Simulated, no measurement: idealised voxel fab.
Herein follows the process module entitled voxel spacer lines.
Cross-section cut spans 155 nm and uses square cells 5 nm in size.
Each cross-section below is a grid of square cells, stated as bands in top-down order, with one or more rows of cells making up each band.
What a band's entry tells you: where the top is and where the bottom is, as heights in nm, and after that what lies inside, material by material from left to right, each with its width in nm. Empty space is written as the word "air", and a single material marked with the word "throughout" occupies the band from edge to edge.
Height datum 0, below which the as-received substrate wafer is one material. Lowest band open at the bottom, running downward: "0 nm and below".
It should be noted that a width expressed as "30..40" varies in equal increments from row to row of cells within the band, taking the value of the first number at the top row and that of the second number at the bottom row.
A step reported as "no modifications" is a step in which no cell of the cross-section changed.
Empty spaces without an open route to the top, at least 8 cells in extent, make up the entry "Sealed cavities"; each is given as width x height at distance, where the distance is measured from the left edge, and all are in nm.
Formally, on a step line, whatever follows the settings is a remark that the simulator itself makes on the step.
overlay nm: step with mask; distance mask lay right of planned place; negative value = left of planned place.
-- Steps in the process plan
| 1 | RECEIVE | material Si |
| 2 | CONFORMAL_DEP | material Al2O3 | thk nm 5 |
| 3 | DIRECTIONAL_DEP | material SiN | thk nm 10 |
| 4 | DIRECTIONAL_DEP | material polySi | thk nm 20 |
| 5 | PATTERN | tone cover | mask id MANDREL | material resist | width nm 25 | pitch nm 70 | thk nm 25 | overlay nm 0 |
| 6 | DIRECTIONAL_ETCH | etch materials polySi | depth nm 20 |
| 7 | STRIP | etch materials resist |
| 8 | CONFORMAL_DEP | material SiO2 | thk nm 10 |
| 9 | DIRECTIONAL_ETCH | etch materials SiO2 | depth nm 10 |
| 10 | STRIP | etch materials polySi |
| 11 | DIRECTIONAL_ETCH | etch materials SiN | depth nm 10 |
| 12 | STRIP | etch materials SiO2 |
-- Incoming wafer, cross-sectional view, post step 1
    0 nm and below  Si throughout
    Sealed cavities: none
-- Cross-section, end of module. Start: as above. Plan: as above. Execution: one mistake
    15 nm to 5 nm  air: 25 | SiN: 10 | air: 20 | SiN: 10 | air: 30 | SiN: 10 | air: 20 | SiN: 10 | air: 20
    5 nm to 0 nm  Al2O3 throughout
    0 nm and below  Si throughout
    Sealed cavities: none
What was done differently from what was planned? for step 5, the planned setting was not used; the step was instead run as PATTERN | tone cover | mask id MANDREL | material resist | width nm 20 | pitch nm 70 | thk nm 25 | overlay nm 0
